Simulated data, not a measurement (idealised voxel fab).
You're looking at the process module voxel tone inversion.
The cross-section shown here is cut; it is 140 nm wide and divided into square cells measuring 5 nm on a side.
Throughout this document, each cross-section is represented as a grid of square cells and is presented as a sequence of bands enumerated from the top downward, where a band comprises one or more rows of cells.
Heads up on the band format: heights come first, top then bottom, in nm. After that it's the materials left to right, each with its width in nm. A single material flagged "full width" fills the whole band edge to edge, and "blank" means there's empty space there.
Measure heights from 0. That's the level where, below it, the as-received wafer is all one material. The lowest band is bottomless and extends downward; write it as in "from 0 down".
Read "30 to 40" as a graded width: first number on top, second number at the bottom, same change between each pair of neighbouring rows.
A step reported as "same as before" is a step in which no cell of the cross-section changed.
The entry titled "Fully sealed cavities" provides the empty spaces that have no open way to the top, restricted to those of 8 cells or more. Each is presented as width x height at distance, the distance being measured from the left edge, with all three in nm.
Heads up: the bit after the settings on a step's line is the simulator's remark on that step.
overlay nm: on a step with a mask, how far right of its planned place the mask lay; negative means left.

-- The steps planned for the process are as follows
1. RECEIVE, material Si
2. CONFORMAL_DEP, material SiCN, thk nm 10
3. DIRECTIONAL_DEP, material polySi, thk nm 15
4. PATTERN, tone cover, mask id POSTS, material resist, width nm 20, pitch nm 50, thk nm 25, overlay nm 0
5. DIRECTIONAL_ETCH, etch materials polySi, depth nm 15
6. STRIP, etch materials resist
7. FILL_DEP, material SiO2, thk nm 5
8. CMP, height nm 25
9. STRIP, etch materials polySi

-- As-received wafer cross-section (after step 1)
* from 0 down = Si full width
* Fully sealed cavities: none

-- End-of-module cross-section of the first of two wafers, processed as planned
* from 25 to 10 = SiO2: 35 / blank: 20 / SiO2: 30 / blank: 20 / SiO2: 35
* from 10 to 0 = SiCN full width
* from 0 down = Si full width
* Fully sealed cavities: none

-- Presented here is a cross-section of the second of the two wafers as it stood at the end of the module. It was started in the same manner and assigned the same plan as the first wafer; however, one mistake was made in its execution
* from 25 to 10 = SiO2: 35 / blank: 20 / SiO2: 30 / blank: 20 / SiO2: 35
* from 10 to 0 = SiO2 full width
* from 0 down = Si full width
* Fully sealed cavities: none
The plan and the run diverged here: step 2 went in with a setting other than planned; the actual run was CONFORMAL_DEP, material SiO2, thk nm 10
Final difference in cells, second wafer against first, listed per material as more or fewer: SiCN -56, SiO2 +56
